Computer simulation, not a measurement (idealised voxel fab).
process module | voxel quadruple lines
cross-section cut | 140 nm wide | cells 5 nm
A cross-section is a grid of square cells, given in bands from the top down. A band is one or more rows of cells.
Each band's line starts with the height of the band's top and of its bottom, in nm. Then come its materials from left to right, each with its width in nm. One material with "throughout" fills the band from edge to edge. "air" is empty space.
Height 0 is the level under which the wafer as received is all one material. The lowest band goes on downwards, as in "0 down".
A width such as "30 to 40" changes by the same amount from each row of cells to the next, from the band's top row to its bottom row.
"no change" after a step means that no cell of the cross-section changed.
closed voids: empty space of 8 cells or more with no open way to the top, each as width x height at its distance from the left edge, in nm
after a step's settings: what the simulator itself notes on the step
overlay nm, on a step with a mask: how far to the right of its planned place the mask lay; to the left if negative
plan
1 op RECEIVE | material Si
2 op CONFORMAL_DEP | material SiO2 | thk nm 5
3 op DIRECTIONAL_DEP | material TiN | thk nm 10
4 op DIRECTIONAL_DEP | material polySi | thk nm 15
5 op DIRECTIONAL_DEP | material aC | thk nm 20
6 op PATTERN | tone cover | mask id MANDREL | material resist | width nm 35 | thk nm 25 | overlay nm 0
7 op DIRECTIONAL_ETCH | etch materials aC | depth nm 20
8 op STRIP | etch materials resist
9 op CONFORMAL_DEP | material SiO2 | thk nm 15
10 op DIRECTIONAL_ETCH | etch materials SiO2 | depth nm 15
11 op STRIP | etch materials aC
12 op DIRECTIONAL_ETCH | etch materials polySi | depth nm 15
13 op STRIP | etch materials SiO2
14 op CONFORMAL_DEP | material SiCN | thk nm 10
15 op DIRECTIONAL_ETCH | etch materials SiCN | depth nm 10
16 op STRIP | etch materials polySi
17 op DIRECTIONAL_ETCH | etch materials TiN | depth nm 10
18 op STRIP | etch materials SiCN
19 op FILL_DEP | material SiO2 | thk nm 10
20 op CMP | height nm 15
first wafer, as planned
as received, after step 1
  0 down: Si throughout
  closed voids: none
after step 2
  5 to 0: SiO2 throughout
  below 0: unchanged
after step 3
  15 to 5: TiN throughout
  below 5: unchanged
after step 4
  30 to 15: polySi throughout
  below 15: unchanged
after step 5
  50 to 30: aC throughout
  below 30: unchanged
after step 6
  75 to 50: air 50 | resist 35 | air 55
  below 50: unchanged
after step 7
  55 to 50: air 50 | resist 35 | air 55
  50 to 30: air 50 | aC 35 | air 55
  below 30: unchanged
after step 8
  50 to 30: air 50 | aC 35 | air 55
  below 30: unchanged
after step 9
  65 to 50: air 35 | SiO2 65 | air 40
  50 to 45: air 35 | SiO2 15 | aC 35 | SiO2 15 | air 40
  45 to 30: SiO2 50 | aC 35 | SiO2 55
  below 30: unchanged
after step 10
  50 to 30: air 35 | SiO2 15 | aC 35 | SiO2 15 | air 40
  below 30: unchanged
after step 11
  50 to 30: air 35 | SiO2 15 | air 35 | SiO2 15 | air 40
  below 30: unchanged
after step 12
  50 to 30: air 35 | SiO2 15 | air 35 | SiO2 15 | air 40
  30 to 15: air 35 | polySi 15 | air 35 | polySi 15 | air 40
  below 15: unchanged
after step 13
  30 to 15: air 35 | polySi 15 | air 35 | polySi 15 | air 40
  below 15: unchanged
after step 14
  40 to 30: air 25 | SiCN 35 | air 15 | SiCN 35 | air 30
  30 to 25: air 25 | SiCN 10 | polySi 15 | SiCN 10 | air 15 | SiCN 10 | polySi 15 | SiCN 10 | air 30
  25 to 15: SiCN 35 | polySi 15 | SiCN 35 | polySi 15 | SiCN 40
  below 15: unchanged
after step 15
  30 to 15: air 25 | SiCN 10 | polySi 15 | SiCN 10 | air 15 | SiCN 10 | polySi 15 | SiCN 10 | air 30
  below 15: unchanged
after step 16
  30 to 15: air 25 | SiCN 10 | air 15 | SiCN 10 | air 15 | SiCN 10 | air 15 | SiCN 10 | air 30
  below 15: unchanged
after step 17
  30 to 15: air 25 | SiCN 10 | air 15 | SiCN 10 | air 15 | SiCN 10 | air 15 | SiCN 10 | air 30
  15 to 5: air 25 | TiN 10 | air 15 | TiN 10 | air 15 | TiN 10 | air 15 | TiN 10 | air 30
  below 5: unchanged
after step 18
  15 to 5: air 25 | TiN 10 | air 15 | TiN 10 | air 15 | TiN 10 | air 15 | TiN 10 | air 30
  below 5: unchanged
after step 19
  25 to 15: SiO2 throughout
  15 to 5: SiO2 25 | TiN 10 | SiO2 15 | TiN 10 | SiO2 15 | TiN 10 | SiO2 15 | TiN 10 | SiO2 30
  below 5: unchanged
after step 20
  15 to 5: SiO2 25 | TiN 10 | SiO2 15 | TiN 10 | SiO2 15 | TiN 10 | SiO2 15 | TiN 10 | SiO2 30
  below 5: unchanged
second wafer: like start, like plan, one mistake. Through step 5 it matches the first wafer
when step 6 should have ended
  75 to 50: resist 50 | air 35 | resist 55
  below 50: unchanged
when step 7 should have ended
  55 to 50: resist 50 | air 35 | resist 55
  50 to 30: aC 50 | air 35 | aC 55
  below 30: unchanged
when step 8 should have ended
  50 to 30: aC 50 | air 35 | aC 55
  below 30: unchanged
when step 9 should have ended
  65 to 50: SiO2 65 | air 5 | SiO2 70
  50 to 45: aC 50 | SiO2 15 | air 5 | SiO2 15 | aC 55
  45 to 30: aC 50 | SiO2 35 | aC 55
  below 30: unchanged
when step 10 should have ended
  50 to 30: aC 50 | SiO2 15 | air 5 | SiO2 15 | aC 55
  below 30: unchanged
when step 11 should have ended
  50 to 30: air 50 | SiO2 15 | air 5 | SiO2 15 | air 55
  below 30: unchanged
when step 12 should have ended
  50 to 30: air 50 | SiO2 15 | air 5 | SiO2 15 | air 55
  30 to 15: air 50 | polySi 15 | air 5 | polySi 15 | air 55
  below 15: unchanged
when step 13 should have ended
  30 to 15: air 50 | polySi 15 | air 5 | polySi 15 | air 55
  below 15: unchanged
when step 14 should have ended
  40 to 30: air 40 | SiCN 55 | air 45
  30 to 25: air 40 | SiCN 10 | polySi 15 | SiCN 5 | polySi 15 | SiCN 10 | air 45
  25 to 15: SiCN 50 | polySi 15 | SiCN 5 | polySi 15 | SiCN 55
  below 15: unchanged
when step 15 should have ended
  30 to 15: air 40 | SiCN 10 | polySi 15 | SiCN 5 | polySi 15 | SiCN 10 | air 45
  below 15: unchanged
when step 16 should have ended
  30 to 15: air 40 | SiCN 10 | air 15 | SiCN 5 | air 15 | SiCN 10 | air 45
  below 15: unchanged
when step 17 should have ended
  30 to 15: air 40 | SiCN 10 | air 15 | SiCN 5 | air 15 | SiCN 10 | air 45
  15 to 5: air 40 | TiN 10 | air 15 | TiN 5 | air 15 | TiN 10 | air 45
  below 5: unchanged
when step 18 should have ended
  15 to 5: air 40 | TiN 10 | air 15 | TiN 5 | air 15 | TiN 10 | air 45
  below 5: unchanged
when step 19 should have ended
  25 to 15: SiO2 throughout
  15 to 5: SiO2 40 | TiN 10 | SiO2 15 | TiN 5 | SiO2 15 | TiN 10 | SiO2 45
  below 5: unchanged
when step 20 should have ended
  15 to 5: SiO2 40 | TiN 10 | SiO2 15 | TiN 5 | SiO2 15 | TiN 10 | SiO2 45
  below 5: unchanged
what went wrong: step 6 ran as: op PATTERN | tone open | mask id MANDREL | material resist | width nm 35 | thk nm 25 | overlay nm 0
at the end the second wafer has, in cells: 6 more of SiO2 | 6 fewer of TiN
